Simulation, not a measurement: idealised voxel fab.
process module | voxel released beams
cross-section cut | 150 nm wide | cells 5 nm
A cross-section is a grid of square cells, given in bands from the top down. A band is one or more rows of cells.
Each band's line starts with the height of the band's top and of its bottom, in nm. Then come its materials from left to right, each with its width in nm. One material with "throughout" fills the band from edge to edge. "air" is empty space.
Height 0 is the level under which the wafer as received is all one material. The lowest band goes on downwards, as in "0 down".
A width such as "30 to 40" changes by the same amount from each row of cells to the next, from the band's top row to its bottom row.
"no change" after a step means that no cell of the cross-section changed.
closed voids: empty space of 8 cells or more with no open way to the top, each as width x height at its distance from the left edge, in nm
after a step's settings: what the simulator itself notes on the step
overlay nm, on a step with a mask: how far to the right of its planned place the mask lay; to the left if negative
plan
1 op RECEIVE | material Si
2 op CONFORMAL_DEP | material Al2O3 | thk nm 5
3 op DIRECTIONAL_DEP | material SiO2 | thk nm 10
4 op PATTERN | tone open | mask id ANCHOR | material resist | width nm 25 | thk nm 20 | overlay nm 0
5 op DIRECTIONAL_ETCH | etch materials SiO2 | depth nm 10
6 op STRIP | etch materials resist
7 op CONFORMAL_DEP | material SiN | thk nm 10
8 op PATTERN | tone cover | mask id BEAM | material resist | width nm 110 | thk nm 15 | overlay nm 0
9 op DIRECTIONAL_ETCH | etch materials SiN | depth nm 10
10 op STRIP | etch materials resist
11 op STRIP | etch materials SiO2
as received, after step 1
  0 down: Si throughout
  closed voids: none
first wafer at the end, as planned
  25 to 15: air 15 | SiN 15 | air 5 | SiN 90 | air 25
  15 to 5: air 20 | SiN 25 | air 105
  5 to 0: Al2O3 throughout
  0 down: Si throughout
  closed voids: none
second wafer at the end: like start, like plan, one mistake
  25 to 15: air 15 | SiN 110 | air 25
  15 to 5: SiN throughout
  5 to 0: Al2O3 throughout
  0 down: Si throughout
  closed voids: none
what went wrong: step 3 ran as: op DIRECTIONAL_DEP | material SiN | thk nm 10
at the end the second wafer has, in cells: 52 more of SiN
